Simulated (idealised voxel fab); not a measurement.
The name of this process module is voxel air gaps.
Xsec cut, 210 nm wide, square cell size 5 nm.
For the purposes of this document, a cross-section shall be understood as a grid of square cells, specified as bands listed in top-to-bottom order, each band consisting of one or more rows of cells.
Read a band's entry like this: the first values are the height of its top and the height of its bottom in nm, and what follows is the sequence of materials from left to right, each with its width in nm. Note that "blank" is empty space, and that a single material marked "edge to edge" reaches across the band from edge to edge.
We count height from 0. Below that, the starting wafer is all one material. The lowest band never ends at the bottom but goes on down; see "0 -> down" for how that is written.
A two-number width, for instance "30->40", indicates that the width is equal to the first number in the top row of the band and to the second number in the bottom row, and that it changes by a constant amount per row of cells.
"nothing got changed", as given for a step, is the statement that not any cell of the cross-section underwent a change during that step.
Closed-off voids of 8+ cells (no open route to the top) go in "Cavities, sealed", written width x height at distance from the left edge, in nm.
If you see something after the settings on a step's line, that's the simulator's own remark about that step.
overlay nm: on a step with a mask, how far right of its planned place the mask lay; negative means left.
plan
1) RECEIVE (material Si)
2) CONFORMAL_DEP (material SiO2; thk nm 10)
3) CONFORMAL_DEP (material SiN; thk nm 5)
4) DIRECTIONAL_DEP (material SiO2; thk nm 35)
5) MASKED_ETCH (tone open; mask id LINES; width nm 15; pitch nm 40; etch materials SiO2; depth nm 35; overlay nm 0)
6) CONFORMAL_DEP (material TiN; thk nm 5)
7) FILL_DEP (material Cu; thk nm 5)
8) CMP (height nm 50)
9) EPI (material Ru; thk nm 10)
10) SELECTIVE_ETCH (etch materials SiO2; depth nm 45)
11) CONFORMAL_DEP (material SiCN; thk nm 5)
The wafers in this document start out alike and differ in the thk nm applied at step 11; the plan shows the value used for the first wafer.
After step 1, as received: first of several wafers, cross-section
* 0 -> down  Si edge to edge
* Cavities, sealed: none
Last step of the module is step 11; after it, the first of several wafers in cross-section
* 65 -> 60  blank 40, SiCN 125, blank 45
* 60 -> 50  blank 40, SiCN 5, Ru 35, SiCN 5, Ru 35, SiCN 5, Ru 35, SiCN 5, blank 45
* 50 -> 45  blank 40, SiCN 15, TiN 5, Cu 5, TiN 5, SiCN 25, TiN 5, Cu 5, TiN 5, SiCN 25, TiN 5, Cu 5, TiN 5, SiCN 15, blank 45
* 45 -> 20  blank 50, SiCN 5, TiN 5, Cu 5, TiN 5, SiCN 5, blank 15, SiCN 5, TiN 5, Cu 5, TiN 5, SiCN 5, blank 15, SiCN 5, TiN 5, Cu 5, TiN 5, SiCN 5, blank 55
* 20 -> 15  SiCN 55, TiN 15, SiCN 25, TiN 15, SiCN 25, TiN 15, SiCN 60
* 15 -> 10  SiN edge to edge
* 10 -> 0  SiO2 edge to edge
* 0 -> down  Si edge to edge
* Cavities, sealed: 15 x 25 at 75; 15 x 25 at 115
At the end of the module, the last of several wafers in cross-section
* 80 -> 60  blank 25, SiCN 155, blank 30
* 60 -> 50  blank 25, SiCN 20, Ru 35, SiCN 5, Ru 35, SiCN 5, Ru 35, SiCN 20, blank 30
* 50 -> 45  blank 25, SiCN 30, TiN 5, Cu 5, TiN 5, SiCN 25, TiN 5, Cu 5, TiN 5, SiCN 25, TiN 5, Cu 5, TiN 5, SiCN 30, blank 30
* 45 -> 35  blank 25, SiCN 30, TiN 5, Cu 5, TiN 5, SiCN 5, blank 15, SiCN 5, TiN 5, Cu 5, TiN 5, SiCN 5, blank 15, SiCN 5, TiN 5, Cu 5, TiN 5, SiCN 30, blank 30
* 35 -> 20  SiCN 55, TiN 5, Cu 5, TiN 5, SiCN 5, blank 15, SiCN 5, TiN 5, Cu 5, TiN 5, SiCN 5, blank 15, SiCN 5, TiN 5, Cu 5, TiN 5, SiCN 60
* 20 -> 15  SiCN 55, TiN 15, SiCN 25, TiN 15, SiCN 25, TiN 15, SiCN 60
* 15 -> 10  SiN edge to edge
* 10 -> 0  SiO2 edge to edge
* 0 -> down  Si edge to edge
* Cavities, sealed: 15 x 25 at 75; 15 x 25 at 115
Every row in this table is a wafer at the end of the module, and it gives, for each of the materials, the cells that wafer has gained (+) or lost (-) since it was received, then its closed voids
thk nm 5; +18 Cu; +42 Ru; +112 SiCN; +42 SiN; +84 SiO2; +45 TiN; Cavities, sealed: 15 x 25 at 75; 15 x 25 at 115
thk nm 10; +18 Cu; +42 Ru; +180 SiCN; +42 SiN; +84 SiO2; +45 TiN; Cavities, sealed: 15 x 25 at 75; 15 x 25 at 115
thk nm 15; +18 Cu; +42 Ru; +248 SiCN; +42 SiN; +84 SiO2; +45 TiN; Cavities, sealed: 15 x 25 at 75; 15 x 25 at 115
thk nm 20; +18 Cu; +42 Ru; +312 SiCN; +42 SiN; +84 SiO2; +45 TiN; Cavities, sealed: 15 x 25 at 75; 15 x 25 at 115
